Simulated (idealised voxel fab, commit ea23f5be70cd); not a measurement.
The following process module bears the name voxel spacer lines.
This is section cut - it's 295 nm across, gridded in 5 nm square cells.
Cross-section spec: square-cell grid; bands listed top down; each band is one or more rows. Within each band entry, the heights of the top and of the bottom of the band appear first, in that order and in nm; the materials of the band then follow from left to right, each with its corresponding width in nm. The designation "throughout" on a single material indicates that it fills the band from edge to edge; the designation "blank" indicates empty space. Height datum 0, below which the as-received substrate wafer is one material. Lowest band open at the bottom, running downward: "top 0, no bottom". Top row gets the first number, bottom row gets the second, and each row in between changes by the same step: that is how a band width like "30..40" works. Reading "stayed the same" for a step: not a cell of the cross-section changed in it. The entry titled "Enclosed voids" provides the empty spaces that have no open way to the top, restricted to those of 8 cells or more. Each is presented as width x height at distance, the distance being measured from the left edge, with all three in nm. Heads up: the bit after the settings on a step's line is the simulator's remark on that step. What "overlay nm" on a step's line means: if the step has a mask, that mask lay this far to the right of its planned place, or, when the value is negative, to the left.

## Here's what the planned process steps look like
- 1: RECEIVE | material Si
- 2: CONFORMAL_DEP | material Al2O3 | thk nm 5
- 3: DIRECTIONAL_DEP | material W | thk nm 15
- 4: DIRECTIONAL_DEP | material aC | thk nm 20
- 5: PATTERN | tone cover | mask id MANDREL | material resist | width nm 20 | pitch nm 60 | thk nm 25 | overlay nm 0
- 6: DIRECTIONAL_ETCH | etch materials aC | depth nm 20
- 7: STRIP | etch materials resist
- 8: CONFORMAL_DEP | material SiN | thk nm 10
- 9: DIRECTIONAL_ETCH | etch materials SiN | depth nm 10
- 10: STRIP | etch materials aC
- 11: DIRECTIONAL_ETCH | etch materials W | depth nm 15
- 12: STRIP | etch materials SiN
- 13: FILL_DEP | material lowk | thk nm 5
- 14: CMP | height nm 20

## On the first of the two wafers: run conducted according to plan

## Cross-section of the wafer at receipt, which is the condition after step 1
> top 0, no bottom: Si throughout
> Enclosed voids: none

## Wafer after step 2 (cross-section)
> top 5, bottom 0: Al2O3 throughout
> Nothing below the height 0 has changed.

## Wafer after step 3 (cross-section)
> top 20, bottom 5: W throughout
> Nothing below the height 5 has changed.

## Wafer after step 4 (cross-section)
> top 40, bottom 20: aC throughout
> Nothing below the height 20 has changed.

## Wafer after step 5 (cross-section)
> top 65, bottom 40: blank 75 nm | resist 20 nm | blank 40 nm | resist 20 nm | blank 40 nm | resist 20 nm | blank 80 nm
> Nothing below the height 40 has changed.

## Wafer after step 6 (cross-section)
> top 45, bottom 40: blank 75 nm | resist 20 nm | blank 40 nm | resist 20 nm | blank 40 nm | resist 20 nm | blank 80 nm
> top 40, bottom 20: blank 75 nm | aC 20 nm | blank 40 nm | aC 20 nm | blank 40 nm | aC 20 nm | blank 80 nm
> Nothing below the height 20 has changed.

## Wafer after step 7 (cross-section)
> top 40, bottom 20: blank 75 nm | aC 20 nm | blank 40 nm | aC 20 nm | blank 40 nm | aC 20 nm | blank 80 nm
> Nothing below the height 20 has changed.

## Wafer after step 8 (cross-section)
> top 50, bottom 40: blank 65 nm | SiN 40 nm | blank 20 nm | SiN 40 nm | blank 20 nm | SiN 40 nm | blank 70 nm
> top 40, bottom 30: blank 65 nm | SiN 10 nm | aC 20 nm | SiN 10 nm | blank 20 nm | SiN 10 nm | aC 20 nm | SiN 10 nm | blank 20 nm | SiN 10 nm | aC 20 nm | SiN 10 nm | blank 70 nm
> top 30, bottom 20: SiN 75 nm | aC 20 nm | SiN 40 nm | aC 20 nm | SiN 40 nm | aC 20 nm | SiN 80 nm
> Nothing below the height 20 has changed.

## Wafer after step 9 (cross-section)
> top 40, bottom 20: blank 65 nm | SiN 10 nm | aC 20 nm | SiN 10 nm | blank 20 nm | SiN 10 nm | aC 20 nm | SiN 10 nm | blank 20 nm | SiN 10 nm | aC 20 nm | SiN 10 nm | blank 70 nm
> Nothing below the height 20 has changed.

## Wafer after step 10 (cross-section)
> top 40, bottom 20: blank 65 nm | SiN 10 nm | blank 20 nm | SiN 10 nm | blank 20 nm | SiN 10 nm | blank 20 nm | SiN 10 nm | blank 20 nm | SiN 10 nm | blank 20 nm | SiN 10 nm | blank 70 nm
> Nothing below the height 20 has changed.

## Wafer after step 11 (cross-section)
> top 40, bottom 20: blank 65 nm | SiN 10 nm | blank 20 nm | SiN 10 nm | blank 20 nm | SiN 10 nm | blank 20 nm | SiN 10 nm | blank 20 nm | SiN 10 nm | blank 20 nm | SiN 10 nm | blank 70 nm
> top 20, bottom 5: blank 65 nm | W 10 nm | blank 20 nm | W 10 nm | blank 20 nm | W 10 nm | blank 20 nm | W 10 nm | blank 20 nm | W 10 nm | blank 20 nm | W 10 nm | blank 70 nm
> Nothing below the height 5 has changed.

## Wafer after step 12 (cross-section)
> top 20, bottom 5: blank 65 nm | W 10 nm | blank 20 nm | W 10 nm | blank 20 nm | W 10 nm | blank 20 nm | W 10 nm | blank 20 nm | W 10 nm | blank 20 nm | W 10 nm | blank 70 nm
> Nothing below the height 5 has changed.

## Wafer after step 13 (cross-section)
> top 25, bottom 20: lowk throughout
> top 20, bottom 5: lowk 65 nm | W 10 nm | lowk 20 nm | W 10 nm | lowk 20 nm | W 10 nm | lowk 20 nm | W 10 nm | lowk 20 nm | W 10 nm | lowk 20 nm | W 10 nm | lowk 70 nm
> Nothing below the height 5 has changed.

## Wafer after step 14 (cross-section)
> top 20, bottom 5: lowk 65 nm | W 10 nm | lowk 20 nm | W 10 nm | lowk 20 nm | W 10 nm | lowk 20 nm | W 10 nm | lowk 20 nm | W 10 nm | lowk 20 nm | W 10 nm | lowk 70 nm
> Nothing below the height 5 has changed.

## Wafer two. Identical start, identical plan. One mistake in execution. Identical history through step 4

## Second wafer at the planned finish of step 5, seen in cross-section
> top 65, bottom 40: blank 85 nm | resist 20 nm | blank 40 nm | resist 20 nm | blank 40 nm | resist 20 nm | blank 70 nm
> Nothing below the height 40 has changed.

## Second wafer at the planned finish of step 6, seen in cross-section
> top 45, bottom 40: blank 85 nm | resist 20 nm | blank 40 nm | resist 20 nm | blank 40 nm | resist 20 nm | blank 70 nm
> top 40, bottom 20: blank 85 nm | aC 20 nm | blank 40 nm | aC 20 nm | blank 40 nm | aC 20 nm | blank 70 nm
> Nothing below the height 20 has changed.

## Second wafer at the planned finish of step 7, seen in cross-section
> top 40, bottom 20: blank 85 nm | aC 20 nm | blank 40 nm | aC 20 nm | blank 40 nm | aC 20 nm | blank 70 nm
> Nothing below the height 20 has changed.

## Second wafer at the planned finish of step 8, seen in cross-section
> top 50, bottom 40: blank 75 nm | SiN 40 nm | blank 20 nm | SiN 40 nm | blank 20 nm | SiN 40 nm | blank 60 nm
> top 40, bottom 30: blank 75 nm | SiN 10 nm | aC 20 nm | SiN 10 nm | blank 20 nm | SiN 10 nm | aC 20 nm | SiN 10 nm | blank 20 nm | SiN 10 nm | aC 20 nm | SiN 10 nm | blank 60 nm
> top 30, bottom 20: SiN 85 nm | aC 20 nm | SiN 40 nm | aC 20 nm | SiN 40 nm | aC 20 nm | SiN 70 nm
> Nothing below the height 20 has changed.

## Second wafer at the planned finish of step 9, seen in cross-section
> top 40, bottom 20: blank 75 nm | SiN 10 nm | aC 20 nm | SiN 10 nm | blank 20 nm | SiN 10 nm | aC 20 nm | SiN 10 nm | blank 20 nm | SiN 10 nm | aC 20 nm | SiN 10 nm | blank 60 nm
> Nothing below the height 20 has changed.

## Second wafer at the planned finish of step 10, seen in cross-section
> top 40, bottom 20: blank 75 nm | SiN 10 nm | blank 20 nm | SiN 10 nm | blank 20 nm | SiN 10 nm | blank 20 nm | SiN 10 nm | blank 20 nm | SiN 10 nm | blank 20 nm | SiN 10 nm | blank 60 nm
> Nothing below the height 20 has changed.

## Second wafer at the planned finish of step 11, seen in cross-section
> top 40, bottom 20: blank 75 nm | SiN 10 nm | blank 20 nm | SiN 10 nm | blank 20 nm | SiN 10 nm | blank 20 nm | SiN 10 nm | blank 20 nm | SiN 10 nm | blank 20 nm | SiN 10 nm | blank 60 nm
> top 20, bottom 5: blank 75 nm | W 10 nm | blank 20 nm | W 10 nm | blank 20 nm | W 10 nm | blank 20 nm | W 10 nm | blank 20 nm | W 10 nm | blank 20 nm | W 10 nm | blank 60 nm
> Nothing below the height 5 has changed.

## Second wafer at the planned finish of step 12, seen in cross-section
> top 20, bottom 5: blank 75 nm | W 10 nm | blank 20 nm | W 10 nm | blank 20 nm | W 10 nm | blank 20 nm | W 10 nm | blank 20 nm | W 10 nm | blank 20 nm | W 10 nm | blank 60 nm
> Nothing below the height 5 has changed.

## Second wafer at the planned finish of step 13, seen in cross-section
> top 25, bottom 20: lowk throughout
> top 20, bottom 5: lowk 75 nm | W 10 nm | lowk 20 nm | W 10 nm | lowk 20 nm | W 10 nm | lowk 20 nm | W 10 nm | lowk 20 nm | W 10 nm | lowk 20 nm | W 10 nm | lowk 60 nm
> Nothing below the height 5 has changed.

## Second wafer at the planned finish of step 14, seen in cross-section
> top 20, bottom 5: lowk 75 nm | W 10 nm | lowk 20 nm | W 10 nm | lowk 20 nm | W 10 nm | lowk 20 nm | W 10 nm | lowk 20 nm | W 10 nm | lowk 20 nm | W 10 nm | lowk 60 nm
> Nothing below the height 5 has changed.
What was the processing mistake? the process deviated at step 5: the operation and settings actually run there were PATTERN | tone cover | mask id MANDREL | material resist | width nm 20 | pitch nm 60 | thk nm 25 | overlay nm 10
Comparing end states, the material composition by cell count is preserved from the first wafer to the second, while the locations of the cells are not.
